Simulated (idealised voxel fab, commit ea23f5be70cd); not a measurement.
Process module in this document: voxel air gaps
FYI the section here is cut, 215 nm wide, cells are 5 nm squares.
Cross-section spec: square-cell grid; bands listed top down; each band is one or more rows. For a band, the entry starts with two heights in nm, that of the top and then that of the bottom, and carries on with the band's materials in order from left to right, each alongside its width in nm; the word "all across" beside a single material means it fills the band edge to edge, and "air" means empty space. Below 0: as-received wafer, all one material; heights counted from there. Lowest band: no bottom, goes on down, written "0 nm and below". It should be noted that a width expressed as "30..40" varies in equal increments from row to row of cells within the band, taking the value of the first number at the top row and that of the second number at the bottom row. You'll sometimes find "nothing different" written for a step, and that's the way of saying that nowhere in the cross-section did a cell change during that step. Look at "Closed empty spaces" for the closed voids: empty spaces with no open path to the top, sized 8 cells or up. Each is width x height at distance, distance from the left edge, all nm. On a step's line, text after the settings is the simulator commenting on that step. overlay nm: on a step with a mask, how far right of its planned place the mask lay; negative means left.
This section lists the process steps that were planned:
1. RECEIVE | material Si
2. CONFORMAL_DEP | material SiO2 | thk nm 10
3. CONFORMAL_DEP | material SiN | thk nm 5
4. DIRECTIONAL_DEP | material SiO2 | thk nm 40
5. DIRECTIONAL_DEP | material aC | thk nm 10
6. PATTERN | tone open | mask id LINES | material resist | width nm 20 | pitch nm 45 | thk nm 25 | overlay nm 0
7. DIRECTIONAL_ETCH | etch materials aC | depth nm 10
8. STRIP | etch materials resist
9. DIRECTIONAL_ETCH | etch materials SiO2 | depth nm 40
10. STRIP | etch materials aC
11. CONFORMAL_DEP | material TiN | thk nm 5
12. FILL_DEP | material Ru | thk nm 5
13. CMP | height nm 55
14. EPI | material Ru | thk nm 10
15. SELECTIVE_ETCH | etch materials SiO2 | depth nm 50
16. CONFORMAL_DEP | material SiN | thk nm 5
First out of two wafers; run went to plan:
Cross-section: wafer on arrival = after step 1:
    0 nm and below | Si all across
    Closed empty spaces: none
The following cross-section depicts the wafer upon completion of step 2:
    10 nm to 0 nm | SiO2 all across
    below 0: unchanged
The following cross-section depicts the wafer upon completion of step 3:
    15 nm to 10 nm | SiN all across
    below 10: unchanged
The following cross-section depicts the wafer upon completion of step 4:
    55 nm to 15 nm | SiO2 all across
    below 15: unchanged
The following cross-section depicts the wafer upon completion of step 5:
    65 nm to 55 nm | aC all across
    below 55: unchanged
The following cross-section depicts the wafer upon completion of step 6:
    90 nm to 65 nm | resist 30 nm / air 20 nm / resist 25 nm / air 20 nm / resist 25 nm / air 20 nm / resist 25 nm / air 20 nm / resist 30 nm
    below 65: unchanged
The following cross-section depicts the wafer upon completion of step 7:
    80 nm to 65 nm | resist 30 nm / air 20 nm / resist 25 nm / air 20 nm / resist 25 nm / air 20 nm / resist 25 nm / air 20 nm / resist 30 nm
    65 nm to 55 nm | aC 30 nm / air 20 nm / aC 25 nm / air 20 nm / aC 25 nm / air 20 nm / aC 25 nm / air 20 nm / aC 30 nm
    below 55: unchanged
The following cross-section depicts the wafer upon completion of step 8:
    65 nm to 55 nm | aC 30 nm / air 20 nm / aC 25 nm / air 20 nm / aC 25 nm / air 20 nm / aC 25 nm / air 20 nm / aC 30 nm
    below 55: unchanged
The following cross-section depicts the wafer upon completion of step 9:
    65 nm to 55 nm | aC 30 nm / air 20 nm / aC 25 nm / air 20 nm / aC 25 nm / air 20 nm / aC 25 nm / air 20 nm / aC 30 nm
    55 nm to 15 nm | SiO2 30 nm / air 20 nm / SiO2 25 nm / air 20 nm / SiO2 25 nm / air 20 nm / SiO2 25 nm / air 20 nm / SiO2 30 nm
    below 15: unchanged
The following cross-section depicts the wafer upon completion of step 10:
    55 nm to 15 nm | SiO2 30 nm / air 20 nm / SiO2 25 nm / air 20 nm / SiO2 25 nm / air 20 nm / SiO2 25 nm / air 20 nm / SiO2 30 nm
    below 15: unchanged
The following cross-section depicts the wafer upon completion of step 11:
    60 nm to 55 nm | TiN 35 nm / air 10 nm / TiN 35 nm / air 10 nm / TiN 35 nm / air 10 nm / TiN 35 nm / air 10 nm / TiN 35 nm
    55 nm to 20 nm | SiO2 30 nm / TiN 5 nm / air 10 nm / TiN 5 nm / SiO2 25 nm / TiN 5 nm / air 10 nm / TiN 5 nm / SiO2 25 nm / TiN 5 nm / air 10 nm / TiN 5 nm / SiO2 25 nm / TiN 5 nm / air 10 nm / TiN 5 nm / SiO2 30 nm
    20 nm to 15 nm | SiO2 30 nm / TiN 20 nm / SiO2 25 nm / TiN 20 nm / SiO2 25 nm / TiN 20 nm / SiO2 25 nm / TiN 20 nm / SiO2 30 nm
    below 15: unchanged
The following cross-section depicts the wafer upon completion of step 12:
    65 nm to 60 nm | Ru all across
    60 nm to 55 nm | TiN 35 nm / Ru 10 nm / TiN 35 nm / Ru 10 nm / TiN 35 nm / Ru 10 nm / TiN 35 nm / Ru 10 nm / TiN 35 nm
    55 nm to 20 nm | SiO2 30 nm / TiN 5 nm / Ru 10 nm / TiN 5 nm / SiO2 25 nm / TiN 5 nm / Ru 10 nm / TiN 5 nm / SiO2 25 nm / TiN 5 nm / Ru 10 nm / TiN 5 nm / SiO2 25 nm / TiN 5 nm / Ru 10 nm / TiN 5 nm / SiO2 30 nm
    below 20: unchanged
The following cross-section depicts the wafer upon completion of step 13:
    55 nm to 20 nm | SiO2 30 nm / TiN 5 nm / Ru 10 nm / TiN 5 nm / SiO2 25 nm / TiN 5 nm / Ru 10 nm / TiN 5 nm / SiO2 25 nm / TiN 5 nm / Ru 10 nm / TiN 5 nm / SiO2 25 nm / TiN 5 nm / Ru 10 nm / TiN 5 nm / SiO2 30 nm
    below 20: unchanged
The following cross-section depicts the wafer upon completion of step 14:
    65 nm to 55 nm | air 20 nm / Ru 40 nm / air 5 nm / Ru 40 nm / air 5 nm / Ru 40 nm / air 5 nm / Ru 40 nm / air 20 nm
    below 55: unchanged
The following cross-section depicts the wafer upon completion of step 15:
    65 nm to 55 nm | air 20 nm / Ru 40 nm / air 5 nm / Ru 40 nm / air 5 nm / Ru 40 nm / air 5 nm / Ru 40 nm / air 20 nm
    55 nm to 20 nm | air 30 nm / TiN 5 nm / Ru 10 nm / TiN 5 nm / air 25 nm / TiN 5 nm / Ru 10 nm / TiN 5 nm / air 25 nm / TiN 5 nm / Ru 10 nm / TiN 5 nm / air 25 nm / TiN 5 nm / Ru 10 nm / TiN 5 nm / air 30 nm
    20 nm to 15 nm | air 30 nm / TiN 20 nm / air 25 nm / TiN 20 nm / air 25 nm / TiN 20 nm / air 25 nm / TiN 20 nm / air 30 nm
    below 15: unchanged
The following cross-section depicts the wafer upon completion of step 16:
    70 nm to 65 nm | air 15 nm / SiN 185 nm / air 15 nm
    65 nm to 55 nm | air 15 nm / SiN 5 nm / Ru 40 nm / SiN 5 nm / Ru 40 nm / SiN 5 nm / Ru 40 nm / SiN 5 nm / Ru 40 nm / SiN 5 nm / air 15 nm
    55 nm to 50 nm | air 15 nm / SiN 15 nm / TiN 5 nm / Ru 10 nm / TiN 5 nm / SiN 25 nm / TiN 5 nm / Ru 10 nm / TiN 5 nm / SiN 25 nm / TiN 5 nm / Ru 10 nm / TiN 5 nm / SiN 25 nm / TiN 5 nm / Ru 10 nm / TiN 5 nm / SiN 15 nm / air 15 nm
    50 nm to 20 nm | air 25 nm / SiN 5 nm / TiN 5 nm / Ru 10 nm / TiN 5 nm / SiN 5 nm / air 15 nm / SiN 5 nm / TiN 5 nm / Ru 10 nm / TiN 5 nm / SiN 5 nm / air 15 nm / SiN 5 nm / TiN 5 nm / Ru 10 nm / TiN 5 nm / SiN 5 nm / air 15 nm / SiN 5 nm / TiN 5 nm / Ru 10 nm / TiN 5 nm / SiN 5 nm / air 25 nm
    20 nm to 15 nm | SiN 30 nm / TiN 20 nm / SiN 25 nm / TiN 20 nm / SiN 25 nm / TiN 20 nm / SiN 25 nm / TiN 20 nm / SiN 30 nm
    below 15: unchanged
    Closed empty spaces: 15 x 30 at 55; 15 x 30 at 100; 15 x 30 at 145
Second wafer - shared start and plan with the first - one error in running - same as the first up to step 2 inclusive:
Cross-sectional view of the second wafer at the intended end time of process step 3:
    50 nm to 0 nm | SiO2 all across
    below 0: unchanged
Cross-sectional view of the second wafer at the intended end time of process step 4:
    55 nm to 50 nm | SiN all across
    below 50: unchanged
Cross-sectional view of the second wafer at the intended end time of process step 5:
    65 nm to 55 nm | aC all across
    below 55: unchanged
Cross-sectional view of the second wafer at the intended end time of process step 6:
    90 nm to 65 nm | resist 30 nm / air 20 nm / resist 25 nm / air 20 nm / resist 25 nm / air 20 nm / resist 25 nm / air 20 nm / resist 30 nm
    below 65: unchanged
Cross-sectional view of the second wafer at the intended end time of process step 7:
    80 nm to 65 nm | resist 30 nm / air 20 nm / resist 25 nm / air 20 nm / resist 25 nm / air 20 nm / resist 25 nm / air 20 nm / resist 30 nm
    65 nm to 55 nm | aC 30 nm / air 20 nm / aC 25 nm / air 20 nm / aC 25 nm / air 20 nm / aC 25 nm / air 20 nm / aC 30 nm
    below 55: unchanged
Cross-sectional view of the second wafer at the intended end time of process step 8:
    65 nm to 55 nm | aC 30 nm / air 20 nm / aC 25 nm / air 20 nm / aC 25 nm / air 20 nm / aC 25 nm / air 20 nm / aC 30 nm
    below 55: unchanged
Cross-sectional view of the second wafer at the intended end time of process step 9: nothing different
Cross-sectional view of the second wafer at the intended end time of process step 10:
    55 nm to 50 nm | SiN all across
    below 50: unchanged
Cross-sectional view of the second wafer at the intended end time of process step 11:
    60 nm to 55 nm | TiN all across
    below 55: unchanged
Cross-sectional view of the second wafer at the intended end time of process step 12:
    65 nm to 60 nm | Ru all across
    below 60: unchanged
Cross-sectional view of the second wafer at the intended end time of process step 13:
    55 nm to 50 nm | SiN all across
    below 50: unchanged
Cross-sectional view of the second wafer at the intended end time of process step 14: nothing different
Cross-sectional view of the second wafer at the intended end time of process step 15: nothing different
Cross-sectional view of the second wafer at the intended end time of process step 16:
    60 nm to 50 nm | SiN all across
    below 50: unchanged
In executing the process, a mistake was made relative to the plan: deviation from plan: step 4 and step 3 executed in one another's positions
Final tally in cells, some materials are higher or lower on the second wafer than on the first: 120 fewer of Ru | 100 fewer of SiN | 344 more of SiO2 | 72 fewer of TiN
Final closed voids: first wafer 3, second wafer 0.
